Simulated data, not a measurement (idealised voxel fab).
Proc. module: voxel transistor to metal
Displayed cross-section: cut, width of 270 nm, square cells sized 5 nm.
A cross-section is written here as square cells arranged in a grid, and it is given in bands from the top down, each band taking up one or more rows of cells. Band: top height; bottom height; in nm. Then, left to right: material with width in nm, for each material. "full width": a single material spanning edge to edge. "air": empty space. We count height from 0. Below that, the starting wafer is all one material. The lowest band never ends at the bottom but goes on down; see "0 -> down" for how that is written. A width such as "30..40" changes by the same amount from each row of cells to the next, from the band's top row to its bottom row. Step note "nothing altered" = no cross-section cell changed. Any empty space of 8 cells or more lacking an open way to the top shows up in "Sealed voids" as width x height at distance, distance from the left edge, in nm. On a step's line, text after the settings is the simulator commenting on that step. What "overlay nm" on a step's line means: if the step has a mask, that mask lay this far to the right of its planned place, or, when the value is negative, to the left.

### Below is the list of planned process steps
- 1: RECEIVE with material Si
- 2: OXIDIZE with depth nm 5
- 3: CONFORMAL_DEP with material SiN, thk nm 15
- 4: DIRECTIONAL_DEP with material aC, thk nm 10
- 5: PATTERN with tone cover, mask id ACTIVE, material resist, width nm 105, pitch nm 135, thk nm 30, overlay nm 0
- 6: DIRECTIONAL_ETCH with etch materials aC, depth nm 10
- 7: STRIP with etch materials resist
- 8: DIRECTIONAL_ETCH with etch materials SiN, depth nm 15
- 9: DIRECTIONAL_ETCH with etch materials SiO2, depth nm 5
- 10: DIRECTIONAL_ETCH with etch materials Si, depth nm 35
- 11: STRIP with etch materials aC
- 12: OXIDIZE with depth nm 5
- 13: FILL_DEP with material SiO2, thk nm 15
- 14: CMP with height nm 15
- 15: SELECTIVE_ETCH with etch materials SiO2, depth nm 15
- 16: STRIP with etch materials SiN
- 17: SELECTIVE_ETCH with etch materials SiO2, depth nm 5
- 18: OXIDIZE with depth nm 5
- 19: DIRECTIONAL_DEP with material polySi, thk nm 25
- 20: DIRECTIONAL_DEP with material SiCN, thk nm 10
- 21: PATTERN with tone cover, mask id GATE, material resist, width nm 25, pitch nm 135, thk nm 15, overlay nm 0
- 22: DIRECTIONAL_ETCH with etch materials SiCN, depth nm 20
- 23: DIRECTIONAL_ETCH with etch materials polySi, depth nm 35
- 24: STRIP with etch materials resist
- 25: CONFORMAL_DEP with material SiO2, thk nm 5
- 26: DIRECTIONAL_ETCH with etch materials SiO2, depth nm 5
- 27: CONFORMAL_DEP with material SiN, thk nm 5
- 28: DIRECTIONAL_ETCH with etch materials SiN, depth nm 5
- 29: DIRECTIONAL_ETCH with etch materials SiO2, depth nm 5
- 30: DIRECTIONAL_ETCH with etch materials Si, depth nm 10
- 31: EPI with material pSi, thk nm 15
- 32: FILL_DEP with material SiO2, thk nm 5
- 33: CMP with height nm 30
- 34: DIRECTIONAL_DEP with material SiO2, thk nm 10
- 35: MASKED_ETCH with tone open, mask id CONTACT, width nm 15, etch materials SiO2, depth nm 45, overlay nm 0
- 36: CONFORMAL_DEP with material TiN, thk nm 5
- 37: FILL_DEP with material W, thk nm 10
- 38: CMP with height nm 40
- 39: DIRECTIONAL_DEP with material TiN, thk nm 5
- 40: DIRECTIONAL_DEP with material W, thk nm 25
- 41: PATTERN with tone cover, mask id METAL_1, material resist, width nm 15, thk nm 20, overlay nm 0
- 42: DIRECTIONAL_ETCH with etch materials W, depth nm 25
- 43: DIRECTIONAL_ETCH with etch materials TiN, depth nm 5
- 44: STRIP with etch materials resist
- 45: CONFORMAL_DEP with material SiCN, thk nm 5
- 46: FILL_DEP with material SiO2, thk nm 5
- 47: CMP with height nm 70
- 48: CONFORMAL_DEP with material SiCN, thk nm 5

### Cross-section of the wafer at receipt, which is the condition after step 1
  0 -> down: Si full width
  Sealed voids: none

### Starting wafer: above. Plan: above. Run: one mistake. Cross-section after the module: below
  75 -> 70: SiCN full width
  70 -> 45: SiO2=15; SiCN=5; W=15; SiCN=5; SiO2=55; SiCN=5; W=15; SiCN=5; SiO2=30; SiCN=5; W=15; SiCN=5; SiO2=55; SiCN=5; W=15; SiCN=5; SiO2=15
  45 -> 40: SiCN=20; TiN=15; SiCN=65; TiN=15; SiCN=40; TiN=15; SiCN=65; TiN=15; SiCN=20
  40 -> 30: SiO2=20; TiN=5; W=5; TiN=5; SiO2=65; TiN=5; W=5; TiN=5; SiO2=40; TiN=5; W=5; TiN=5; SiO2=65; TiN=5; W=5; TiN=5; SiO2=20
  30 -> 20: SiO2=20; TiN=5; W=5; TiN=5; SiO2=15; SiN=5; SiCN=25; SiN=5; SiO2=15; TiN=5; W=5; TiN=5; SiO2=40; TiN=5; W=5; TiN=5; SiO2=15; SiN=5; SiCN=25; SiN=5; SiO2=15; TiN=5; W=5; TiN=5; SiO2=20
  20 -> 5: SiO2=20; TiN=5; W=5; TiN=5; SiO2=15; SiN=5; polySi=25; SiN=5; SiO2=15; TiN=5; W=5; TiN=5; SiO2=40; TiN=5; W=5; TiN=5; SiO2=15; SiN=5; polySi=25; SiN=5; SiO2=15; TiN=5; W=5; TiN=5; SiO2=20
  5 -> 0: SiO2=20; TiN=5; W=5; TiN=5; pSi=15; SiN=5; polySi=25; SiN=5; pSi=15; TiN=5; W=5; TiN=5; SiO2=40; TiN=5; W=5; TiN=5; pSi=15; SiN=5; polySi=25; SiN=5; pSi=15; TiN=5; W=5; TiN=5; SiO2=20
  0 -> -5: SiO2=20; TiN=15; pSi=15; SiN=5; polySi=25; SiN=5; pSi=15; TiN=15; SiO2=40; TiN=15; pSi=15; SiN=5; polySi=25; SiN=5; pSi=15; TiN=15; SiO2=20
  -5 -> -10: SiO2=10; pSi=40; SiN=5; SiO2=25; SiN=5; pSi=40; SiO2=20; pSi=40; SiN=5; SiO2=25; SiN=5; pSi=40; SiO2=10
  -10 -> -20: SiO2=10..20; pSi=40..30; Si=35; pSi=40..30; SiO2=20..40; pSi=40..30; Si=35; pSi=40..30; SiO2=10..20
  -20 -> -45: SiO2=20; Si=95; SiO2=40; Si=95; SiO2=20
  -45 -> down: Si full width
  Sealed voids: none
Plan not followed: with respect to the plan, step 25 was omitted and not executed
